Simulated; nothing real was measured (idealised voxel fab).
Process module under the name voxel released beams
Cross-section cut spans 285 nm and uses square cells 5 nm in size.
Cross-sections here: square-cell grids, written as top-down lists of bands, a band being one or more rows of cells. Band: top height; bottom height; in nm. Then, left to right: material with width in nm, for each material. "throughout": a single material spanning edge to edge. "blank": empty space. Convention: height 0 is the level below which the wafer, as received, is all one material. The lowest band does not terminate at the bottom but continues downward, represented as "from 0 down". You'd read "30 to 40" like this: the band's top row of cells is as wide as the first number, its bottom row is as wide as the second, and going down, every row changes width by the same amount as the row before did. It should be understood that the words "left unchanged", when stated for a given step, signify that the cross-section underwent no change in any of its cells during that step. In the "Closed voids list" entry, you get each enclosed empty space of 8 cells or more, one with no open way to the top, written width x height at distance, distance from the left edge, in nm. Post-settings text on a step line: simulator's own remark regarding the step. overlay nm: right-of-plan distance of the mask on a masked step; negative values mean left-of-plan.
## Process steps foreseen in the plan
| 1 | RECEIVE [material Si] |
| 2 | CONFORMAL_DEP [material SiN] [thk nm 5] |
| 3 | DIRECTIONAL_DEP [material SiO2] [thk nm 20] |
| 4 | MASKED_ETCH [tone open] [mask id ANCHOR] [width nm 45] [etch materials SiO2] [depth nm 20] [overlay nm 0] |
| 5 | CONFORMAL_DEP [material polySi] [thk nm 15] |
| 6 | DIRECTIONAL_DEP [material aC] [thk nm 10] |
| 7 | PATTERN [tone cover] [mask id BEAM] [material resist] [width nm 95] [thk nm 30] [overlay nm 0] |
| 8 | DIRECTIONAL_ETCH [etch materials aC] [depth nm 10] |
| 9 | STRIP [etch materials resist] |
| 10 | DIRECTIONAL_ETCH [etch materials polySi] [depth nm 15] |
| 11 | STRIP [etch materials aC] |
| 12 | STRIP [etch materials SiO2] |
## Wafer, first of two, run as planned
## The cross-section here shows the wafer as received, i.e. in its state after step 1
	from 0 down = Si throughout
	Closed voids list: none
## After step 2, in cross-section
	from 5 to 0 = SiN throughout
	No changes below 0.
## After step 3, in cross-section
	from 25 to 5 = SiO2 throughout
	No changes below 5.
## After step 4, in cross-section
	from 25 to 5 = SiO2 95 / blank 45 / SiO2 145
	No changes below 5.
## After step 5, in cross-section
	from 40 to 25 = polySi 110 / blank 15 / polySi 160
	from 25 to 20 = SiO2 95 / polySi 15 / blank 15 / polySi 15 / SiO2 145
	from 20 to 5 = SiO2 95 / polySi 45 / SiO2 145
	No changes below 5.
## After step 6, in cross-section
	from 50 to 40 = aC 110 / blank 15 / aC 160
	from 40 to 30 = polySi 110 / blank 15 / polySi 160
	from 30 to 25 = polySi 110 / aC 15 / polySi 160
	from 25 to 20 = SiO2 95 / polySi 15 / aC 15 / polySi 15 / SiO2 145
	No changes below 20.
## After step 7, in cross-section
	from 80 to 50 = blank 90 / resist 95 / blank 100
	from 50 to 40 = aC 110 / resist 15 / aC 160
	from 40 to 30 = polySi 110 / resist 15 / polySi 160
	No changes below 30.
## After step 8, in cross-section
	from 70 to 50 = blank 90 / resist 95 / blank 100
	from 50 to 40 = blank 90 / aC 20 / resist 15 / aC 60 / blank 100
	No changes below 40.
## After step 9, in cross-section
	from 50 to 40 = blank 90 / aC 20 / blank 15 / aC 60 / blank 100
	from 40 to 30 = polySi 110 / blank 15 / polySi 160
	No changes below 30.
## After step 10, in cross-section
	from 50 to 40 = blank 90 / aC 20 / blank 15 / aC 60 / blank 100
	from 40 to 30 = blank 90 / polySi 20 / blank 15 / polySi 60 / blank 100
	from 30 to 25 = blank 90 / polySi 20 / aC 15 / polySi 60 / blank 100
	No changes below 25.
## After step 11, in cross-section
	from 40 to 25 = blank 90 / polySi 20 / blank 15 / polySi 60 / blank 100
	from 25 to 20 = SiO2 95 / polySi 15 / blank 15 / polySi 15 / SiO2 145
	No changes below 20.
## After step 12, in cross-section
	from 40 to 25 = blank 90 / polySi 20 / blank 15 / polySi 60 / blank 100
	from 25 to 20 = blank 95 / polySi 15 / blank 15 / polySi 15 / blank 145
	from 20 to 5 = blank 95 / polySi 45 / blank 145
	No changes below 5.
## Companion wafer, the second of two: same beginning, same intended sequence, one mistake in carrying it out; through step 9 inclusive it tracks the first exactly
## Look at the second wafer in cross-section at the time step 10 ought to have finished
	from 50 to 40 = blank 90 / aC 20 / blank 15 / aC 60 / blank 100
	from 40 to 30 = blank 90 / polySi 20 / blank 15 / polySi 60 / blank 100
	No changes below 30.
## Look at the second wafer in cross-section at the time step 11 ought to have finished
	from 40 to 30 = blank 90 / polySi 20 / blank 15 / polySi 60 / blank 100
	from 30 to 25 = polySi 110 / blank 15 / polySi 160
	from 25 to 20 = SiO2 95 / polySi 15 / blank 15 / polySi 15 / SiO2 145
	No changes below 20.
Look at the second wafer in cross-section at the time step 12 ought to have finished: left unchanged
Where did the run depart from the plan? step 10 was processed under conditions differing from the plan, specifically as DIRECTIONAL_ETCH [etch materials polySi] [depth nm 10]
Final cells, second wafer relative to first, materials higher or lower: 192 more of SiO2, 38 more of polySi
